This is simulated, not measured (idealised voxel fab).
You're looking at the process module voxel wiring stack.
Displayed cross-section: cut, width of 230 nm, square cells sized 5 nm.
A cross-section is a grid of square cells, given in bands from the top down. A band is one or more rows of cells. Basically the band line says how high the top is and how high the bottom is, in nm, and then what's in it from left to right, every material with its width in nm. Empty space shows up as "air", and if a single material carries "edge to edge" it runs the full band edge to edge. Counting heights begins at 0, where everything beneath is, in the wafer as received, one material. The lowest band has no bottom; it goes on downwards, as "from 0 down" shows. A width given as "30 to 40" starts at the first number in the band's top row and ends at the second number in its bottom row, shifting by an equal amount at every step from row to row. What does "remained unchanged" mean for a step? It means no cell of the cross-section changed in that step. Empty spaces counting at least 8 cells and having no open way to the top are listed in "Closed void table". The notation width x height at distance is used for each, the distance being from the left edge and all three values in nm. Where a step's line continues beyond its settings, the continuation is a remark by the simulator itself on that step. overlay nm, on a step with a mask: how far to the right of its planned place the mask lay; to the left if negative.
SO HERE'S THE LINEUP OF PROCESS STEPS WE PLANNED
1: op RECEIVE | material Si
2: op CONFORMAL_DEP | material SiO2 | thk nm 10
3: op DIRECTIONAL_DEP | material TiN | thk nm 5
4: op DIRECTIONAL_DEP | material W | thk nm 20
5: op PATTERN | tone cover | mask id METAL_1 | material resist | width nm 25 | pitch nm 40 | thk nm 20 | overlay nm 0
6: op DIRECTIONAL_ETCH | etch materials W | depth nm 20
7: op DIRECTIONAL_ETCH | etch materials TiN | depth nm 5
8: op STRIP | etch materials resist
9: op CONFORMAL_DEP | material SiN | thk nm 5
10: op FILL_DEP | material SiO2 | thk nm 10
11: op CMP | height nm 35
12: op CONFORMAL_DEP | material SiCN | thk nm 5
13: op DIRECTIONAL_DEP | material lowk | thk nm 15
14: op MASKED_ETCH | tone open | mask id PLUG_1 | width nm 15 | pitch nm 80 | etch materials lowk | depth nm 15 | overlay nm 0
15: op MASKED_ETCH | tone open | mask id PLUG_1 | width nm 15 | pitch nm 80 | etch materials SiCN | depth nm 5 | overlay nm 0
16: op EPI | material Ru | thk nm 10
17: op EPI | material Ru | thk nm 10
18: op DIRECTIONAL_DEP | material TiN | thk nm 5
19: op DIRECTIONAL_DEP | material Ru | thk nm 15
20: op DIRECTIONAL_DEP | material aC | thk nm 10
21: op PATTERN | tone cover | mask id METAL_2 | material resist | width nm 25 | pitch nm 40 | thk nm 30 | overlay nm 0
22: op DIRECTIONAL_ETCH | etch materials aC | depth nm 10
23: op STRIP | etch materials resist
24: op DIRECTIONAL_ETCH | etch materials Ru | depth nm 15
25: op DIRECTIONAL_ETCH | etch materials TiN | depth nm 5
26: op STRIP | etch materials aC
27: op CONFORMAL_DEP | material SiCN | thk nm 5
28: op FILL_DEP | material lowk | thk nm 5
29: op CMP | height nm 75
30: op CONFORMAL_DEP | material SiCN | thk nm 5
31: op DIRECTIONAL_DEP | material SiO2 | thk nm 35
32: op MASKED_ETCH | tone open | mask id METAL_3_HOLES | width nm 15 | pitch nm 40 | etch materials SiO2 | depth nm 35 | overlay nm 0
33: op DIRECTIONAL_DEP | material aC | thk nm 15
34: op PATTERN | tone open | mask id METAL_3 | material resist | width nm 25 | pitch nm 40 | thk nm 30 | overlay nm 0
35: op DIRECTIONAL_ETCH | etch materials aC | depth nm 15
36: op STRIP | etch materials resist
37: op DIRECTIONAL_ETCH | etch materials SiO2 | depth nm 20
38: op DIRECTIONAL_ETCH | etch materials SiCN | depth nm 5
39: op STRIP | etch materials aC
40: op CONFORMAL_DEP | material TiN | thk nm 5
41: op FILL_DEP | material Cu | thk nm 10
42: op CMP | height nm 115
43: op CONFORMAL_DEP | material SiCN | thk nm 5
44: op DIRECTIONAL_DEP | material lowk | thk nm 25
45: op DIRECTIONAL_DEP | material aC | thk nm 15
46: op PATTERN | tone open | mask id METAL_4_HOLES | material resist | width nm 15 | pitch nm 40 | thk nm 35 | overlay nm 0
47: op DIRECTIONAL_ETCH | etch materials aC | depth nm 15
48: op STRIP | etch materials resist
49: op DIRECTIONAL_ETCH | etch materials lowk | depth nm 25
50: op STRIP | etch materials aC
51: op MASKED_ETCH | tone open | mask id METAL_4 | width nm 25 | pitch nm 40 | etch materials lowk | depth nm 15 | overlay nm 0
52: op MASKED_ETCH | tone open | mask id METAL_4 | width nm 25 | pitch nm 40 | etch materials SiCN | depth nm 5 | overlay nm 0
53: op CONFORMAL_DEP | material TiN | thk nm 5
54: op FILL_DEP | material Ru | thk nm 10
55: op CMP | height nm 145
56: op CONFORMAL_DEP | material SiCN | thk nm 5
ON THE FIRST OF THE TWO WAFERS: RUN CONDUCTED ACCORDING TO PLAN
CROSS-SECTION OF THE INCOMING WAFER, STATE AFTER STEP 1
    from 0 down = Si edge to edge
    Closed void table: none
AFTER STEP 2
    from 10 to 0 = SiO2 edge to edge
    Unchanged below 0.
AFTER STEP 3
    from 15 to 10 = TiN edge to edge
    Unchanged below 10.
AFTER STEP 4
    from 35 to 15 = W edge to edge
    Unchanged below 15.
AFTER STEP 5
    from 55 to 35 = 60 of air | 25 of resist | 15 of air | 25 of resist | 15 of air | 25 of resist | 65 of air
    Unchanged below 35.
AFTER STEP 6
    from 55 to 35 = 60 of air | 25 of resist | 15 of air | 25 of resist | 15 of air | 25 of resist | 65 of air
    from 35 to 15 = 60 of air | 25 of W | 15 of air | 25 of W | 15 of air | 25 of W | 65 of air
    Unchanged below 15.
AFTER STEP 7
    from 55 to 35 = 60 of air | 25 of resist | 15 of air | 25 of resist | 15 of air | 25 of resist | 65 of air
    from 35 to 15 = 60 of air | 25 of W | 15 of air | 25 of W | 15 of air | 25 of W | 65 of air
    from 15 to 10 = 60 of air | 25 of TiN | 15 of air | 25 of TiN | 15 of air | 25 of TiN | 65 of air
    Unchanged below 10.
AFTER STEP 8
    from 35 to 15 = 60 of air | 25 of W | 15 of air | 25 of W | 15 of air | 25 of W | 65 of air
    Unchanged below 15.
AFTER STEP 9
    from 40 to 35 = 55 of air | 35 of SiN | 5 of air | 35 of SiN | 5 of air | 35 of SiN | 60 of air
    from 35 to 15 = 55 of air | 5 of SiN | 25 of W | 5 of SiN | 5 of air | 5 of SiN | 25 of W | 5 of SiN | 5 of air | 5 of SiN | 25 of W | 5 of SiN | 60 of air
    from 15 to 10 = 60 of SiN | 25 of TiN | 15 of SiN | 25 of TiN | 15 of SiN | 25 of TiN | 65 of SiN
    Unchanged below 10.
AFTER STEP 10
    from 50 to 40 = SiO2 edge to edge
    from 40 to 35 = 55 of SiO2 | 35 of SiN | 5 of SiO2 | 35 of SiN | 5 of SiO2 | 35 of SiN | 60 of SiO2
    from 35 to 15 = 55 of SiO2 | 5 of SiN | 25 of W | 5 of SiN | 5 of SiO2 | 5 of SiN | 25 of W | 5 of SiN | 5 of SiO2 | 5 of SiN | 25 of W | 5 of SiN | 60 of SiO2
    Unchanged below 15.
AFTER STEP 11
    from 35 to 15 = 55 of SiO2 | 5 of SiN | 25 of W | 5 of SiN | 5 of SiO2 | 5 of SiN | 25 of W | 5 of SiN | 5 of SiO2 | 5 of SiN | 25 of W | 5 of SiN | 60 of SiO2
    Unchanged below 15.
AFTER STEP 12
    from 40 to 35 = SiCN edge to edge
    Unchanged below 35.
AFTER STEP 13
    from 55 to 40 = lowk edge to edge
    Unchanged below 40.
AFTER STEP 14
    from 55 to 40 = 60 of lowk | 15 of air | 65 of lowk | 15 of air | 75 of lowk
    Unchanged below 40.
AFTER STEP 15
    from 55 to 40 = 60 of lowk | 15 of air | 65 of lowk | 15 of air | 75 of lowk
    from 40 to 35 = 60 of SiCN | 15 of air | 65 of SiCN | 15 of air | 75 of SiCN
    Unchanged below 35.
AFTER STEP 16
    from 55 to 45 = 60 of lowk | 15 of air | 65 of lowk | 15 of air | 75 of lowk
    from 45 to 40 = 60 of lowk | 15 of Ru | 65 of lowk | 15 of Ru | 75 of lowk
    from 40 to 35 = 60 of SiCN | 15 of Ru | 65 of SiCN | 15 of Ru | 75 of SiCN
    Unchanged below 35.
AFTER STEP 17
    from 55 to 40 = 60 of lowk | 15 of Ru | 65 of lowk | 15 of Ru | 75 of lowk
    Unchanged below 40.
AFTER STEP 18
    from 60 to 55 = TiN edge to edge
    Unchanged below 55.
AFTER STEP 19
    from 75 to 60 = Ru edge to edge
    Unchanged below 60.
AFTER STEP 20
    from 85 to 75 = aC edge to edge
    Unchanged below 75.
AFTER STEP 21
    from 115 to 85 = 60 of air | 25 of resist | 15 of air | 25 of resist | 15 of air | 25 of resist | 65 of air
    Unchanged below 85.
AFTER STEP 22
    from 105 to 85 = 60 of air | 25 of resist | 15 of air | 25 of resist | 15 of air | 25 of resist | 65 of air
    from 85 to 75 = 60 of air | 25 of aC | 15 of air | 25 of aC | 15 of air | 25 of aC | 65 of air
    Unchanged below 75.
AFTER STEP 23
    from 85 to 75 = 60 of air | 25 of aC | 15 of air | 25 of aC | 15 of air | 25 of aC | 65 of air
    Unchanged below 75.
AFTER STEP 24
    from 85 to 75 = 60 of air | 25 of aC | 15 of air | 25 of aC | 15 of air | 25 of aC | 65 of air
    from 75 to 60 = 60 of air | 25 of Ru | 15 of air | 25 of Ru | 15 of air | 25 of Ru | 65 of air
    Unchanged below 60.
AFTER STEP 25
    from 85 to 75 = 60 of air | 25 of aC | 15 of air | 25 of aC | 15 of air | 25 of aC | 65 of air
    from 75 to 60 = 60 of air | 25 of Ru | 15 of air | 25 of Ru | 15 of air | 25 of Ru | 65 of air
    from 60 to 55 = 60 of air | 25 of TiN | 15 of air | 25 of TiN | 15 of air | 25 of TiN | 65 of air
    Unchanged below 55.
AFTER STEP 26
    from 75 to 60 = 60 of air | 25 of Ru | 15 of air | 25 of Ru | 15 of air | 25 of Ru | 65 of air
    Unchanged below 60.
AFTER STEP 27
    from 80 to 75 = 55 of air | 35 of SiCN | 5 of air | 35 of SiCN | 5 of air | 35 of SiCN | 60 of air
    from 75 to 60 = 55 of air | 5 of SiCN | 25 of Ru | 5 of SiCN | 5 of air | 5 of SiCN | 25 of Ru | 5 of SiCN | 5 of air | 5 of SiCN | 25 of Ru | 5 of SiCN | 60 of air
    from 60 to 55 = 60 of SiCN | 25 of TiN | 15 of SiCN | 25 of TiN | 15 of SiCN | 25 of TiN | 65 of SiCN
    Unchanged below 55.
AFTER STEP 28
    from 85 to 80 = lowk edge to edge
    from 80 to 75 = 55 of lowk | 35 of SiCN | 5 of lowk | 35 of SiCN | 5 of lowk | 35 of SiCN | 60 of lowk
    from 75 to 60 = 55 of lowk | 5 of SiCN | 25 of Ru | 5 of SiCN | 5 of lowk | 5 of SiCN | 25 of Ru | 5 of SiCN | 5 of lowk | 5 of SiCN | 25 of Ru | 5 of SiCN | 60 of lowk
    Unchanged below 60.
AFTER STEP 29
    from 75 to 60 = 55 of lowk | 5 of SiCN | 25 of Ru | 5 of SiCN | 5 of lowk | 5 of SiCN | 25 of Ru | 5 of SiCN | 5 of lowk | 5 of SiCN | 25 of Ru | 5 of SiCN | 60 of lowk
    Unchanged below 60.
AFTER STEP 30
    from 80 to 75 = SiCN edge to edge
    Unchanged below 75.
AFTER STEP 31
    from 115 to 80 = SiO2 edge to edge
    Unchanged below 80.
AFTER STEP 32
    from 115 to 80 = 60 of SiO2 | 15 of air | 25 of SiO2 | 15 of air | 25 of SiO2 | 15 of air | 75 of SiO2
    Unchanged below 80.
AFTER STEP 33
    from 130 to 115 = 60 of aC | 15 of air | 25 of aC | 15 of air | 25 of aC | 15 of air | 75 of aC
    from 115 to 95 = 60 of SiO2 | 15 of air | 25 of SiO2 | 15 of air | 25 of SiO2 | 15 of air | 75 of SiO2
    from 95 to 80 = 60 of SiO2 | 15 of aC | 25 of SiO2 | 15 of aC | 25 of SiO2 | 15 of aC | 75 of SiO2
    Unchanged below 80.
AFTER STEP 34
    from 160 to 130 = 60 of resist | 25 of air | 15 of resist | 25 of air | 15 of resist | 25 of air | 65 of resist
    Unchanged below 130.
AFTER STEP 35
    from 145 to 130 = 60 of resist | 25 of air | 15 of resist | 25 of air | 15 of resist | 25 of air | 65 of resist
    from 130 to 115 = 60 of aC | 25 of air | 15 of aC | 25 of air | 15 of aC | 25 of air | 65 of aC
    from 115 to 80 = 60 of SiO2 | 15 of air | 25 of SiO2 | 15 of air | 25 of SiO2 | 15 of air | 75 of SiO2
    Unchanged below 80.
AFTER STEP 36
    from 130 to 115 = 60 of aC | 25 of air | 15 of aC | 25 of air | 15 of aC | 25 of air | 65 of aC
    Unchanged below 115.
AFTER STEP 37
    from 130 to 115 = 60 of aC | 25 of air | 15 of aC | 25 of air | 15 of aC | 25 of air | 65 of aC
    from 115 to 95 = 60 of SiO2 | 25 of air | 15 of SiO2 | 25 of air | 15 of SiO2 | 25 of air | 65 of SiO2
    Unchanged below 95.
AFTER STEP 38
    from 130 to 115 = 60 of aC | 25 of air | 15 of aC | 25 of air | 15 of aC | 25 of air | 65 of aC
    from 115 to 95 = 60 of SiO2 | 25 of air | 15 of SiO2 | 25 of air | 15 of SiO2 | 25 of air | 65 of SiO2
    from 95 to 80 = 60 of SiO2 | 15 of air | 25 of SiO2 | 15 of air | 25 of SiO2 | 15 of air | 75 of SiO2
    from 80 to 75 = 60 of SiCN | 15 of air | 25 of SiCN | 15 of air | 25 of SiCN | 15 of air | 75 of SiCN
    Unchanged below 75.
AFTER STEP 39
    from 115 to 95 = 60 of SiO2 | 25 of air | 15 of SiO2 | 25 of air | 15 of SiO2 | 25 of air | 65 of SiO2
    Unchanged below 95.
AFTER STEP 40
    from 120 to 115 = 65 of TiN | 15 of air | 25 of TiN | 15 of air | 25 of TiN | 15 of air | 70 of TiN
    from 115 to 100 = 60 of SiO2 | 5 of TiN | 15 of air | 5 of TiN | 15 of SiO2 | 5 of TiN | 15 of air | 5 of TiN | 15 of SiO2 | 5 of TiN | 15 of air | 5 of TiN | 65 of SiO2
    from 100 to 95 = 60 of SiO2 | 5 of TiN | 5 of air | 15 of TiN | 15 of SiO2 | 5 of TiN | 5 of air | 15 of TiN | 15 of SiO2 | 5 of TiN | 5 of air | 15 of TiN | 65 of SiO2
    from 95 to 80 = 60 of SiO2 | 5 of TiN | 5 of air | 5 of TiN | 25 of SiO2 | 5 of TiN | 5 of air | 5 of TiN | 25 of SiO2 | 5 of TiN | 5 of air | 5 of TiN | 75 of SiO2
    from 80 to 75 = 60 of SiCN | 15 of TiN | 25 of SiCN | 15 of TiN | 25 of SiCN | 15 of TiN | 75 of SiCN
    Unchanged below 75.
AFTER STEP 41
    from 130 to 120 = Cu edge to edge
    from 120 to 115 = 65 of TiN | 15 of Cu | 25 of TiN | 15 of Cu | 25 of TiN | 15 of Cu | 70 of TiN
    from 115 to 100 = 60 of SiO2 | 5 of TiN | 15 of Cu | 5 of TiN | 15 of SiO2 | 5 of TiN | 15 of Cu | 5 of TiN | 15 of SiO2 | 5 of TiN | 15 of Cu | 5 of TiN | 65 of SiO2
    from 100 to 95 = 60 of SiO2 | 5 of TiN | 5 of Cu | 15 of TiN | 15 of SiO2 | 5 of TiN | 5 of Cu | 15 of TiN | 15 of SiO2 | 5 of TiN | 5 of Cu | 15 of TiN | 65 of SiO2
    from 95 to 80 = 60 of SiO2 | 5 of TiN | 5 of Cu | 5 of TiN | 25 of SiO2 | 5 of TiN | 5 of Cu | 5 of TiN | 25 of SiO2 | 5 of TiN | 5 of Cu | 5 of TiN | 75 of SiO2
    Unchanged below 80.
AFTER STEP 42
    from 115 to 100 = 60 of SiO2 | 5 of TiN | 15 of Cu | 5 of TiN | 15 of SiO2 | 5 of TiN | 15 of Cu | 5 of TiN | 15 of SiO2 | 5 of TiN | 15 of Cu | 5 of TiN | 65 of SiO2
    Unchanged below 100.
AFTER STEP 43
    from 120 to 115 = SiCN edge to edge
    Unchanged below 115.
AFTER STEP 44
    from 145 to 120 = lowk edge to edge
    Unchanged below 120.
AFTER STEP 45
    from 160 to 145 = aC edge to edge
    Unchanged below 145.
AFTER STEP 46
    from 195 to 160 = 60 of resist | 15 of air | 25 of resist | 15 of air | 25 of resist | 15 of air | 75 of resist
    Unchanged below 160.
AFTER STEP 47
    from 180 to 160 = 60 of resist | 15 of air | 25 of resist | 15 of air | 25 of resist | 15 of air | 75 of resist
    from 160 to 145 = 60 of aC | 15 of air | 25 of aC | 15 of air | 25 of aC | 15 of air | 75 of aC
    Unchanged below 145.
AFTER STEP 48
    from 160 to 145 = 60 of aC | 15 of air | 25 of aC | 15 of air | 25 of aC | 15 of air | 75 of aC
    Unchanged below 145.
AFTER STEP 49
    from 160 to 145 = 60 of aC | 15 of air | 25 of aC | 15 of air | 25 of aC | 15 of air | 75 of aC
    from 145 to 120 = 60 of lowk | 15 of air | 25 of lowk | 15 of air | 25 of lowk | 15 of air | 75 of lowk
    Unchanged below 120.
AFTER STEP 50
    from 145 to 120 = 60 of lowk | 15 of air | 25 of lowk | 15 of air | 25 of lowk | 15 of air | 75 of lowk
    Unchanged below 120.
AFTER STEP 51
    from 145 to 130 = 60 of lowk | 25 of air | 15 of lowk | 25 of air | 15 of lowk | 25 of air | 65 of lowk
    Unchanged below 130.
AFTER STEP 52
    from 145 to 130 = 60 of lowk | 25 of air | 15 of lowk | 25 of air | 15 of lowk | 25 of air | 65 of lowk
    from 130 to 120 = 60 of lowk | 15 of air | 25 of lowk | 15 of air | 25 of lowk | 15 of air | 75 of lowk
    from 120 to 115 = 60 of SiCN | 15 of air | 25 of SiCN | 15 of air | 25 of SiCN | 15 of air | 75 of SiCN
    Unchanged below 115.
AFTER STEP 53
    from 150 to 145 = 65 of TiN | 15 of air | 25 of TiN | 15 of air | 25 of TiN | 15 of air | 70 of TiN
    from 145 to 135 = 60 of lowk | 5 of TiN | 15 of air | 5 of TiN | 15 of lowk | 5 of TiN | 15 of air | 5 of TiN | 15 of lowk | 5 of TiN | 15 of air | 5 of TiN | 65 of lowk
    from 135 to 130 = 60 of lowk | 5 of TiN | 5 of air | 15 of TiN | 15 of lowk | 5 of TiN | 5 of air | 15 of TiN | 15 of lowk | 5 of TiN | 5 of air | 15 of TiN | 65 of lowk
    from 130 to 120 = 60 of lowk | 5 of TiN | 5 of air | 5 of TiN | 25 of lowk | 5 of TiN | 5 of air | 5 of TiN | 25 of lowk | 5 of TiN | 5 of air | 5 of TiN | 75 of lowk
    from 120 to 115 = 60 of SiCN | 15 of TiN | 25 of SiCN | 15 of TiN | 25 of SiCN | 15 of TiN | 75 of SiCN
    Unchanged below 115.
AFTER STEP 54
    from 160 to 150 = Ru edge to edge
    from 150 to 145 = 65 of TiN | 15 of Ru | 25 of TiN | 15 of Ru | 25 of TiN | 15 of Ru | 70 of TiN
    from 145 to 135 = 60 of lowk | 5 of TiN | 15 of Ru | 5 of TiN | 15 of lowk | 5 of TiN | 15 of Ru | 5 of TiN | 15 of lowk | 5 of TiN | 15 of Ru | 5 of TiN | 65 of lowk
    from 135 to 130 = 60 of lowk | 5 of TiN | 5 of Ru | 15 of TiN | 15 of lowk | 5 of TiN | 5 of Ru | 15 of TiN | 15 of lowk | 5 of TiN | 5 of Ru | 15 of TiN | 65 of lowk
    from 130 to 120 = 60 of lowk | 5 of TiN | 5 of Ru | 5 of TiN | 25 of lowk | 5 of TiN | 5 of Ru | 5 of TiN | 25 of lowk | 5 of TiN | 5 of Ru | 5 of TiN | 75 of lowk
    Unchanged below 120.
AFTER STEP 55
    from 145 to 135 = 60 of lowk | 5 of TiN | 15 of Ru | 5 of TiN | 15 of lowk | 5 of TiN | 15 of Ru | 5 of TiN | 15 of lowk | 5 of TiN | 15 of Ru | 5 of TiN | 65 of lowk
    Unchanged below 135.
AFTER STEP 56
    from 150 to 145 = SiCN edge to edge
    Unchanged below 145.
SECOND OF TWO: SAME START, SAME PLAN, ONE RUN ERROR; STEPS UP TO AND INCLUDING 54 MATCH THE FIRST
WHAT THE SECOND WAFER LOOKS LIKE IN CROSS-SECTION WHEN STEP 55 SHOULD HAVE WRAPPED UP
    from 150 to 145 = 65 of TiN | 15 of Ru | 25 of TiN | 15 of Ru | 25 of TiN | 15 of Ru | 70 of TiN
    Unchanged below 145.
WHAT THE SECOND WAFER LOOKS LIKE IN CROSS-SECTION WHEN STEP 56 SHOULD HAVE WRAPPED UP
    from 155 to 150 = SiCN edge to edge
    Unchanged below 150.
Which mistake was made when the wafer was run? step 55, actual vs plan mismatch, actual run op CMP | height nm 150
at the end the second wafer has, in cells: 9 more of Ru | 37 more of TiN
